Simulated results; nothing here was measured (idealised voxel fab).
Name of the process module below: voxel lift off
The cross-section shown here is cut; it is 215 nm wide and divided into square cells measuring 5 nm on a side.
For the purposes of this document, a cross-section shall be understood as a grid of square cells, specified as bands listed in top-to-bottom order, each band consisting of one or more rows of cells.
Each band's line starts with the height of the band's top and of its bottom, in nm. Then come its materials from left to right, each with its width in nm. One material with "full width" fills the band from edge to edge. "air" is empty space.
All heights in this document are referenced to 0, defined as the level beneath which the wafer, as received, consists entirely of one material. The lowest band is not bounded below; it extends indefinitely downward and is written in the form "from 0 down".
Note: "30..40" means the width goes from the first number (top row of the band) to the second number (bottom row) in equal steps per row of cells.
Basically "all unchanged" means that step didn't change any cell in the cross-section.
The label "Closed void roster" introduces a list of the empty spaces, 8 cells or larger, that have no open way up to the top; each entry in it reads width x height at distance, where the distance is taken from the left edge and all three are stated in nm.
Read whatever lies past the settings on a step's line as the simulator's own remark about the step.
overlay nm: how far to the right of its planned place the mask lay on this masked step (negative: to the left).
-- Set out below are the planned steps of the process
1,RECEIVE | material Si
2,CONFORMAL_DEP | material Al2O3 | thk nm 15
3,PATTERN | tone open | mask id LINES | material resist | width nm 15 | pitch nm 30 | thk nm 20 | overlay nm 0
4,DIRECTIONAL_DEP | material Ru | thk nm 10
5,STRIP | etch materials resist
6,CONFORMAL_DEP | material SiO2 | thk nm 5
-- Cross-section, incoming material, after step 1
  from 0 down  Si full width
  Closed void roster: none
-- The plan above was carried out on the starting structure above with one mistake, and this cross-section shows the wafer at the end of the module
  from 30 to 25  85 air  25 SiO2  5 air  25 SiO2  75 air
  from 25 to 20  85 air  5 SiO2  15 Ru  5 SiO2  5 air  5 SiO2  15 Ru  5 SiO2  75 air
  from 20 to 15  90 SiO2  15 Ru  15 SiO2  15 Ru  80 SiO2
  from 15 to 0  Al2O3 full width
  from 0 down  Si full width
  Closed void roster: none
What was the processing mistake? step 3 was not run as planned; what actually ran was PATTERN | tone open | mask id LINES | material resist | width nm 15 | pitch nm 30 | thk nm 20 | overlay nm 5
